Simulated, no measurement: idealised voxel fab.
Process module heading - voxel transistor to metal
Square cell edge 5 nm, section width 300 nm, ID cut.
Think of the cross-section as a grid of square cells. We describe it in bands, top to bottom, and each band covers one or more rows of those cells.
Heights first: top, then bottom, in nm. Then materials, left to right, each with a width in nm. "edge to edge" on a single material: fills the band edge to edge. "empty": empty space.
Height is counted from the level 0, under which the received wafer is composed throughout of one material. The lowest of the bands is not closed at the bottom but continues downward, in the notation "0 -> down".
The two numbers in a width such as "30..40" mark its ends across the band: the first belongs to the top row of cells, the second to the bottom row, and from each row to the next the width moves by the same amount.
Reading "remained unchanged" for a step: not a cell of the cross-section changed in it.
"Listed closed voids" means: voids of 8 cells or more that are shut off from the top with no open way through. Written width x height at distance, distance from the left edge, in nm.
Post-settings text on a step line: simulator's own remark regarding the step.
overlay nm: where the mask lay relative to plan, measured to the right, on steps with a mask; negatives go left.
### Planned step list for the process
1. RECEIVE (material Si)
2. OXIDIZE (depth nm 5)
3. CONFORMAL_DEP (material SiN; thk nm 10)
4. MASKED_ETCH (tone cover; mask id ACTIVE; width nm 110; pitch nm 130; etch materials SiN; depth nm 10; overlay nm 0)
5. MASKED_ETCH (tone cover; mask id ACTIVE; width nm 110; pitch nm 130; etch materials SiO2; depth nm 5; overlay nm 0)
6. MASKED_ETCH (tone cover; mask id ACTIVE; width nm 110; pitch nm 130; etch materials Si; depth nm 20; overlay nm 0)
7. FILL_DEP (material SiO2; thk nm 5)
8. CMP (height nm 10)
9. SELECTIVE_ETCH (etch materials SiO2; depth nm 10)
10. STRIP (etch materials SiN)
11. SELECTIVE_ETCH (etch materials SiO2; depth nm 5)
12. OXIDIZE (depth nm 5)
13. DIRECTIONAL_DEP (material polySi; thk nm 20)
14. DIRECTIONAL_DEP (material SiCN; thk nm 10)
15. DIRECTIONAL_DEP (material aC; thk nm 15)
16. PATTERN (tone cover; mask id GATE; material resist; width nm 30; pitch nm 130; thk nm 30; overlay nm 0)
17. DIRECTIONAL_ETCH (etch materials aC; depth nm 15)
18. STRIP (etch materials resist)
19. DIRECTIONAL_ETCH (etch materials SiCN; depth nm 20)
20. DIRECTIONAL_ETCH (etch materials polySi; depth nm 30)
21. STRIP (etch materials aC)
22. CONFORMAL_DEP (material SiO2; thk nm 5)
23. DIRECTIONAL_ETCH (etch materials SiO2; depth nm 5)
24. CONFORMAL_DEP (material SiN; thk nm 5)
25. DIRECTIONAL_ETCH (etch materials SiN; depth nm 5)
26. DIRECTIONAL_ETCH (etch materials SiO2; depth nm 5)
27. DIRECTIONAL_ETCH (etch materials Si; depth nm 15)
28. EPI (material SiGe; thk nm 15)
29. FILL_DEP (material SiO2; thk nm 10)
30. CMP (height nm 15)
31. STRIP (etch materials polySi)
32. SELECTIVE_ETCH (etch materials SiO2; depth nm 5)
33. CONFORMAL_DEP (material HfO2; thk nm 5)
34. CONFORMAL_DEP (material TiN; thk nm 5)
35. FILL_DEP (material W; thk nm 10)
36. CMP (height nm 10)
37. DIRECTIONAL_DEP (material SiO2; thk nm 10)
38. MASKED_ETCH (tone open; mask id CONTACT; width nm 15; etch materials SiO2; depth nm 30; overlay nm 0)
39. CONFORMAL_DEP (material TiN; thk nm 5)
40. FILL_DEP (material W; thk nm 5)
41. CMP (height nm 20)
42. CONFORMAL_DEP (material SiCN; thk nm 5)
43. DIRECTIONAL_DEP (material SiO2; thk nm 15)
44. DIRECTIONAL_DEP (material aC; thk nm 15)
45. PATTERN (tone open; mask id METAL_1; material resist; width nm 15; thk nm 35; overlay nm 0)
46. DIRECTIONAL_ETCH (etch materials aC; depth nm 15)
47. STRIP (etch materials resist)
48. DIRECTIONAL_ETCH (etch materials SiO2; depth nm 15)
49. DIRECTIONAL_ETCH (etch materials SiCN; depth nm 5)
50. STRIP (etch materials aC)
51. CONFORMAL_DEP (material TiN; thk nm 5)
52. FILL_DEP (material W; thk nm 10)
53. CMP (height nm 40)
54. CONFORMAL_DEP (material SiN; thk nm 5)
### Cross-section of the wafer as it came to us, i.e., already through step 1
* 0 -> down: Si edge to edge
* Listed closed voids: none
### Cross-section, end of module. Start: as above. Plan: as above. Execution: one mistake
* 45 -> 40: SiN edge to edge
* 40 -> 25: 35 of SiO2, 5 of TiN, 15 of W, 5 of TiN, 50 of SiO2, 5 of TiN, 15 of W, 5 of TiN, 30 of SiO2, 5 of TiN, 15 of W, 5 of TiN, 50 of SiO2, 5 of TiN, 15 of W, 5 of TiN, 35 of SiO2
* 25 -> 20: 35 of SiCN, 25 of TiN, 50 of SiCN, 25 of TiN, 30 of SiCN, 25 of TiN, 50 of SiCN, 25 of TiN, 35 of SiCN
* 20 -> 10: 40 of SiO2, 5 of TiN, 5 of W, 5 of TiN, 60 of SiO2, 5 of TiN, 5 of W, 5 of TiN, 40 of SiO2, 5 of TiN, 5 of W, 5 of TiN, 60 of SiO2, 5 of TiN, 5 of W, 5 of TiN, 40 of SiO2
* 10 -> 5: 40 of SiO2, 15 of TiN, 5 of SiO2, 5 of SiN, 5 of HfO2, 5 of TiN, 20 of W, 5 of TiN, 5 of HfO2, 5 of SiN, 5 of SiO2, 15 of TiN, 40 of SiO2, 15 of TiN, 5 of SiO2, 5 of SiN, 5 of HfO2, 5 of TiN, 20 of W, 5 of TiN, 5 of HfO2, 5 of SiN, 5 of SiO2, 15 of TiN, 40 of SiO2
* 5 -> 0: 40 of SiO2, 5 of TiN, 15 of SiGe, 5 of SiN, 5 of HfO2, 5 of TiN, 20 of W, 5 of TiN, 5 of HfO2, 5 of SiN, 15 of SiGe, 5 of TiN, 40 of SiO2, 5 of TiN, 15 of SiGe, 5 of SiN, 5 of HfO2, 5 of TiN, 20 of W, 5 of TiN, 5 of HfO2, 5 of SiN, 15 of SiGe, 5 of TiN, 40 of SiO2
* 0 -> -5: 40 of SiO2, 5 of TiN, 15 of SiGe, 5 of SiN, 5 of HfO2, 30 of TiN, 5 of HfO2, 5 of SiN, 15 of SiGe, 5 of TiN, 40 of SiO2, 5 of TiN, 15 of SiGe, 5 of SiN, 5 of HfO2, 30 of TiN, 5 of HfO2, 5 of SiN, 15 of SiGe, 5 of TiN, 40 of SiO2
* -5 -> -10: 40 of SiO2, 5 of TiN, 15 of SiGe, 5 of SiO2, 40 of HfO2, 5 of SiO2, 15 of SiGe, 5 of TiN, 40 of SiO2, 5 of TiN, 15 of SiGe, 5 of SiO2, 40 of HfO2, 5 of SiO2, 15 of SiGe, 5 of TiN, 40 of SiO2
* -10 -> -25: 30 of SiO2, 30 of SiGe, 50 of Si, 30 of SiGe, 20 of SiO2, 30 of SiGe, 50 of Si, 30 of SiGe, 30 of SiO2
* -25 -> down: Si edge to edge
* Listed closed voids: none
What went wrong in running the wafer? heads up, step 45 didn't go per plan, it actually ran as PATTERN (tone open; mask id METAL_1; material resist; width nm 25; thk nm 35; overlay nm 0)
